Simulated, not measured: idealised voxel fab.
process module | voxel tone inversion
cross-section cut | 160 nm wide | cells 5 nm
A cross-section is a grid of square cells, given in bands from the top down. A band is one or more rows of cells.
Each band's line starts with the height of the band's top and of its bottom, in nm. Then come its materials from left to right, each with its width in nm. One material with "throughout" fills the band from edge to edge. "air" is empty space.
Height 0 is the level under which the wafer as received is all one material. The lowest band goes on downwards, as in "0 down".
A width such as "30 to 40" changes by the same amount from each row of cells to the next, from the band's top row to its bottom row.
"no change" after a step means that no cell of the cross-section changed.
closed voids: empty space of 8 cells or more with no open way to the top, each as width x height at its distance from the left edge, in nm
after a step's settings: what the simulator itself notes on the step
overlay nm, on a step with a mask: how far to the right of its planned place the mask lay; to the left if negative
plan
1 op RECEIVE | material Si
2 op CONFORMAL_DEP | material SiCN | thk nm 5
3 op DIRECTIONAL_DEP | material aC | thk nm 25
4 op PATTERN | tone cover | mask id POSTS | material resist | width nm 25 | pitch nm 40 | thk nm 30 | overlay nm -10
5 op DIRECTIONAL_ETCH | etch materials aC | depth nm 25
6 op STRIP | etch materials resist
7 op FILL_DEP | material SiO2 | thk nm 5
8 op CMP | height nm 30
9 op STRIP | etch materials aC
varied across the wafers: overlay nm of step 4. The plan shows the first wafer's value. All wafers start alike
first wafer as received, after step 1
  0 down: Si throughout
  closed voids: none
first wafer at the end, after step 9
  30 to 5: SiO2 15 | air 25 | SiO2 15 | air 25 | SiO2 15 | air 25 | SiO2 40
  5 to 0: SiCN throughout
  0 down: Si throughout
  closed voids: none
last wafer at the end
  30 to 5: SiO2 40 | air 25 | SiO2 15 | air 25 | SiO2 15 | air 25 | SiO2 15
  5 to 0: SiCN throughout
  0 down: Si throughout
  closed voids: none
each wafer at the end: cells of each material gained (+) or lost (-) since it was received, then its closed voids
overlay nm -10 | +32 SiCN | +85 SiO2 | closed voids: none
overlay nm -5 | +32 SiCN | +85 SiO2 | closed voids: none
overlay nm 0 | +32 SiCN | +85 SiO2 | closed voids: none
overlay nm 5 | +32 SiCN | +85 SiO2 | closed voids: none
overlay nm 10 | +32 SiCN | +85 SiO2 | closed voids: none
overlay nm 15 | +32 SiCN | +85 SiO2 | closed voids: none
